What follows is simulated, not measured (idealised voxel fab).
The following is a process module called voxel wiring stack.
cross-section cut | 240 nm wide | cells 5 nm
Cross-section = grid of square cells, listed top down in bands; band = one or more rows. Top, bottom (nm), then materials left to right with widths (nm); lone material tagged "full width" fills the whole band edge to edge; "blank" = empty space. A quick word on heights: they are counted from 0, and under that level the wafer as it came to us is one material throughout. The lowest band is different from the rest in having no bottom; it simply continues downward, written as in "z 0 and below". A two-number width, for instance "30..40", indicates that the width is equal to the first number in the top row of the band and to the second number in the bottom row, and that it changes by a constant amount per row of cells. The cross-section has no changed cell in any step marked "nothing different". Each empty space that has no open way to the top and spans at least 8 cells appears under "Enclosed cavity list" as width x height at distance, the distance counted from the left edge, all in nm. Post-settings text on a step line: simulator's own remark regarding the step. A step's line can hold "overlay nm"; with a mask on that step, the setting says how far right of the planned place the mask lay, while a negative setting says it lay to the left.

PROCESS STEPS - PLAN
- 1: RECEIVE (material Si)
- 2: CONFORMAL_DEP (material SiO2; thk nm 10)
- 3: DIRECTIONAL_DEP (material TiN; thk nm 5)
- 4: DIRECTIONAL_DEP (material Ru; thk nm 15)
- 5: PATTERN (tone cover; mask id METAL_1; material resist; width nm 20; pitch nm 45; thk nm 20; overlay nm 0)
- 6: DIRECTIONAL_ETCH (etch materials Ru; depth nm 15)
- 7: DIRECTIONAL_ETCH (etch materials TiN; depth nm 5)
- 8: STRIP (etch materials resist)
- 9: FILL_DEP (material SiO2; thk nm 10)
- 10: CMP (height nm 30)
- 11: CONFORMAL_DEP (material SiCN; thk nm 5)
- 12: DIRECTIONAL_DEP (material SiO2; thk nm 25)
- 13: PATTERN (tone open; mask id METAL_2_HOLES; material resist; width nm 15; pitch nm 45; thk nm 20; overlay nm 0)
- 14: DIRECTIONAL_ETCH (etch materials SiO2; depth nm 25)
- 15: STRIP (etch materials resist)
- 16: DIRECTIONAL_DEP (material aC; thk nm 15)
- 17: PATTERN (tone open; mask id METAL_2; material resist; width nm 20; pitch nm 45; thk nm 35; overlay nm 0)
- 18: DIRECTIONAL_ETCH (etch materials aC; depth nm 15)
- 19: STRIP (etch materials resist)
- 20: DIRECTIONAL_ETCH (etch materials SiO2; depth nm 15)
- 21: DIRECTIONAL_ETCH (etch materials SiCN; depth nm 5)
- 22: STRIP (etch materials aC)
- 23: CONFORMAL_DEP (material TiN; thk nm 5)
- 24: FILL_DEP (material Cu; thk nm 10)
- 25: CMP (height nm 60)
- 26: CONFORMAL_DEP (material SiCN; thk nm 5)
- 27: DIRECTIONAL_DEP (material SiO2; thk nm 15)
- 28: DIRECTIONAL_DEP (material aC; thk nm 10)
- 29: PATTERN (tone open; mask id PLUG_2; material resist; width nm 15; pitch nm 90; thk nm 25; overlay nm 0)
- 30: DIRECTIONAL_ETCH (etch materials aC; depth nm 10)
- 31: STRIP (etch materials resist)
- 32: DIRECTIONAL_ETCH (etch materials SiO2; depth nm 15)
- 33: DIRECTIONAL_ETCH (etch materials SiCN; depth nm 5)
- 34: STRIP (etch materials aC)
- 35: CONFORMAL_DEP (material TiN; thk nm 5)
- 36: FILL_DEP (material Ru; thk nm 10)
- 37: CMP (height nm 80)
- 38: CONFORMAL_DEP (material SiN; thk nm 5)
- 39: DIRECTIONAL_DEP (material SiO2; thk nm 15)
- 40: PATTERN (tone open; mask id METAL_3; material resist; width nm 20; pitch nm 45; thk nm 20; overlay nm 0)
- 41: DIRECTIONAL_ETCH (etch materials SiO2; depth nm 15)
- 42: DIRECTIONAL_ETCH (etch materials SiN; depth nm 5)
- 43: STRIP (etch materials resist)
- 44: CONFORMAL_DEP (material TiN; thk nm 5)
- 45: FILL_DEP (material Ru; thk nm 10)
- 46: CMP (height nm 100)
- 47: EPI (material Ru; thk nm 5)
- 48: FILL_DEP (material SiCN; thk nm 5)

AS-RECEIVED STATE OF THE WAFER IN CROSS-SECTION, EQUIVALENT TO POST-STEP 1
z 0 and below | Si full width
Enclosed cavity list: none

FIRST WAFER OF TWO, SECTIONED AT END OF MODULE; RUN WENT PER PLAN
z 110 to 105 | SiCN full width
z 105 to 100 | SiCN 35  Ru 30  SiCN 15  Ru 30  SiCN 15  Ru 30  SiCN 15  Ru 30  SiCN 40
z 100 to 85 | SiO2 40  TiN 5  Ru 10  TiN 5  SiO2 25  TiN 5  Ru 10  TiN 5  SiO2 25  TiN 5  Ru 10  TiN 5  SiO2 25  TiN 5  Ru 10  TiN 5  SiO2 45
z 85 to 80 | SiN 40  TiN 20  SiN 25  TiN 20  SiN 25  TiN 20  SiN 25  TiN 20  SiN 45
z 80 to 65 | SiO2 40  TiN 5  Ru 5  TiN 5  SiO2 75  TiN 5  Ru 5  TiN 5  SiO2 95
z 65 to 60 | SiCN 40  TiN 15  SiCN 75  TiN 15  SiCN 95
z 60 to 50 | SiO2 40  TiN 5  Cu 10  TiN 5  SiO2 25  TiN 5  Cu 10  TiN 5  SiO2 25  TiN 5  Cu 10  TiN 5  SiO2 25  TiN 5  Cu 10  TiN 5  SiO2 45
z 50 to 45 | SiO2 40  TiN 5  Cu 5  TiN 10  SiO2 25  TiN 5  Cu 5  TiN 10  SiO2 25  TiN 5  Cu 5  TiN 10  SiO2 25  TiN 5  Cu 5  TiN 10  SiO2 45
z 45 to 35 | SiO2 40  TiN 5  Cu 5  TiN 5  SiO2 30  TiN 5  Cu 5  TiN 5  SiO2 30  TiN 5  Cu 5  TiN 5  SiO2 30  TiN 5  Cu 5  TiN 5  SiO2 50
z 35 to 30 | SiCN 40  TiN 15  SiCN 30  TiN 15  SiCN 30  TiN 15  SiCN 30  TiN 15  SiCN 50
z 30 to 15 | SiO2 40  Ru 20  SiO2 25  Ru 20  SiO2 25  Ru 20  SiO2 25  Ru 20  SiO2 45
z 15 to 10 | SiO2 40  TiN 20  SiO2 25  TiN 20  SiO2 25  TiN 20  SiO2 25  TiN 20  SiO2 45
z 10 to 0 | SiO2 full width
z 0 and below | Si full width
Enclosed cavity list: none

WHAT THE SECOND WAFER LOOKS LIKE IN CROSS-SECTION ONCE THE MODULE IS DONE. ITS START AND ITS PLAN MATCHED THE FIRST WAFER'S EXACTLY; WHAT DIFFERED WAS ONE MISTAKE IN HOW IT WAS RUN
z 110 to 105 | SiCN full width
z 105 to 100 | SiCN 35  Ru 30  SiCN 15  Ru 30  SiCN 15  Ru 30  SiCN 15  Ru 30  SiCN 40
z 100 to 85 | SiO2 40  TiN 5  Ru 10  TiN 5  SiO2 25  TiN 5  Ru 10  TiN 5  SiO2 25  TiN 5  Ru 10  TiN 5  SiO2 25  TiN 5  Ru 10  TiN 5  SiO2 45
z 85 to 80 | SiN 40  TiN 20  SiN 25  TiN 20  SiN 25  TiN 20  SiN 25  TiN 20  SiN 45
z 80 to 65 | SiO2 40  TiN 5  Ru 10  TiN 5  SiO2 70  TiN 5  Ru 10  TiN 5  SiO2 90
z 65 to 60 | SiCN 40  TiN 20  SiCN 70  TiN 20  SiCN 90
z 60 to 50 | SiO2 40  TiN 5  Cu 10  TiN 5  SiO2 25  TiN 5  Cu 10  TiN 5  SiO2 25  TiN 5  Cu 10  TiN 5  SiO2 25  TiN 5  Cu 10  TiN 5  SiO2 45
z 50 to 45 | SiO2 40  TiN 5  Cu 5  TiN 10  SiO2 25  TiN 5  Cu 5  TiN 10  SiO2 25  TiN 5  Cu 5  TiN 10  SiO2 25  TiN 5  Cu 5  TiN 10  SiO2 45
z 45 to 35 | SiO2 40  TiN 5  Cu 5  TiN 5  SiO2 30  TiN 5  Cu 5  TiN 5  SiO2 30  TiN 5  Cu 5  TiN 5  SiO2 30  TiN 5  Cu 5  TiN 5  SiO2 50
z 35 to 30 | SiCN 40  TiN 15  SiCN 30  TiN 15  SiCN 30  TiN 15  SiCN 30  TiN 15  SiCN 50
z 30 to 15 | SiO2 40  Ru 20  SiO2 25  Ru 20  SiO2 25  Ru 20  SiO2 25  Ru 20  SiO2 45
z 15 to 10 | SiO2 40  TiN 20  SiO2 25  TiN 20  SiO2 25  TiN 20  SiO2 25  TiN 20  SiO2 45
z 10 to 0 | SiO2 full width
z 0 and below | Si full width
Enclosed cavity list: none
What was the processing mistake? step 29 ran differently from the plan; actual operation with settings: PATTERN (tone open; mask id PLUG_2; material resist; width nm 20; pitch nm 90; thk nm 25; overlay nm 0)
End check, counted in cells, second wafer has more or fewer of these materials than the first: Ru: 6 more, SiCN: 2 fewer, SiO2: 6 fewer, TiN: 2 more
